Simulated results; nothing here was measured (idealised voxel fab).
The process module that follows is named voxel self aligned contacts.
FYI the section here is cut, 170 nm wide, cells are 5 nm squares.
Think of the cross-section as a grid of square cells. We describe it in bands, top to bottom, and each band covers one or more rows of those cells.
Each band's line starts with the height of the band's top and of its bottom, in nm. Then come its materials from left to right, each with its width in nm. One material with "everywhere" fills the band from edge to edge. "empty" is empty space.
Basically, 0 is our baseline, since under it the wafer straight out of the box is all one material. The bottom band has no lower end and keeps on going down, so it looks like "0 nm and below".
With a width like "30->40", each row of cells in the band differs from the next by the same amount, the top row carrying the first number and the bottom row the second.
It should be understood that the words "no alteration", when stated for a given step, signify that the cross-section underwent no change in any of its cells during that step.
This entry, "Unvented cavities", enumerates those empty regions of no fewer than 8 cells that possess no open connection to the top. Each region is reported in the form width x height at distance, the distance being taken from the left edge, with all three quantities expressed in nm.
Read whatever lies past the settings on a step's line as the simulator's own remark about the step.
Steps that use a mask can have "overlay nm" on their line. It says how far the mask sat to the right of where it was meant to be. Negative means to the left.
[These are the steps we planned for the process]
1) RECEIVE,material Si
2) CONFORMAL_DEP,material SiO2,thk nm 5
3) DIRECTIONAL_DEP,material polySi,thk nm 30
4) DIRECTIONAL_DEP,material SiN,thk nm 25
5) MASKED_ETCH,tone cover,mask id GATE,width nm 30,pitch nm 70,etch materials SiN,depth nm 25,overlay nm 0
6) MASKED_ETCH,tone cover,mask id GATE,width nm 30,pitch nm 70,etch materials polySi,depth nm 30,overlay nm -15
7) CONFORMAL_DEP,material SiN,thk nm 10
8) DIRECTIONAL_ETCH,etch materials SiN,depth nm 10
9) FILL_DEP,material SiO2,thk nm 10
10) CMP,height nm 65
11) DIRECTIONAL_DEP,material aC,thk nm 15
12) PATTERN,tone open,mask id CONTACT,material resist,width nm 50,thk nm 35,overlay nm 0
13) DIRECTIONAL_ETCH,etch materials aC,depth nm 15
14) STRIP,etch materials resist
15) DIRECTIONAL_ETCH,etch materials SiO2,depth nm 65
16) STRIP,etch materials aC
17) CONFORMAL_DEP,material TiN,thk nm 5
18) FILL_DEP,material W,thk nm 5
19) CMP,height nm 65
20) CONFORMAL_DEP,material SiN,thk nm 5
Same starting wafers, different overlay nm at step 6. Plan value belongs to the first wafer.
[The first of several wafers in cross-section, exactly as it reached us after step 1]
* 0 nm and below = Si everywhere
* Unvented cavities: none
[Last step of the module is step 20; after it, the first of several wafers in cross-section]
* 70 nm to 65 nm = SiN everywhere
* 65 nm to 60 nm = SiO2 (60), TiN (20), W (10), TiN (20), SiO2 (60)
* 60 nm to 40 nm = SiO2 (25), SiN (50), TiN (5), W (10), TiN (5), SiN (50), SiO2 (25)
* 40 nm to 35 nm = SiO2 (25), SiN (50), TiN (20), SiN (50), SiO2 (25)
* 35 nm to 5 nm = SiO2 (10), SiN (10), polySi (45), SiN (10), TiN (5), SiN (10), polySi (45), SiN (10), SiO2 (25)
* 5 nm to 0 nm = SiO2 (75), TiN (5), SiO2 (90)
* 0 nm and below = Si everywhere
* Unvented cavities: none
[Cross-sectional view, end of module, last wafer of several]
* 70 nm to 65 nm = SiN everywhere
* 65 nm to 60 nm = SiO2 (60), TiN (20), W (10), TiN (20), SiO2 (60)
* 60 nm to 40 nm = SiO2 (25), SiN (50), TiN (5), W (10), TiN (5), SiN (50), SiO2 (25)
* 40 nm to 35 nm = SiO2 (25), SiN (50), TiN (20), SiN (50), SiO2 (25)
* 35 nm to 5 nm = SiO2 (25), SiN (10), polySi (45), SiN (10), TiN (5), SiN (10), polySi (45), SiN (10), SiO2 (10)
* 5 nm to 0 nm = SiO2 (90), TiN (5), SiO2 (75)
* 0 nm and below = Si everywhere
* Unvented cavities: none
[Per-wafer rows below. For each material: cells gained (+) or lost (-) since the wafer was received, as of end of module. Then: closed voids]
overlay nm -15; +182 SiN; +149 SiO2; +27 TiN; +10 W; +108 polySi; Unvented cavities: none
overlay nm -10; +182 SiN; +154 SiO2; +34 TiN; +10 W; +96 polySi; Unvented cavities: none
overlay nm -5; +182 SiN; +159 SiO2; +34 TiN; +17 W; +84 polySi; Unvented cavities: none
overlay nm 0; +182 SiN; +164 SiO2; +34 TiN; +24 W; +72 polySi; Unvented cavities: none
overlay nm 5; +182 SiN; +159 SiO2; +34 TiN; +17 W; +84 polySi; Unvented cavities: none
overlay nm 10; +182 SiN; +154 SiO2; +34 TiN; +10 W; +96 polySi; Unvented cavities: none
overlay nm 15; +182 SiN; +149 SiO2; +27 TiN; +10 W; +108 polySi; Unvented cavities: none
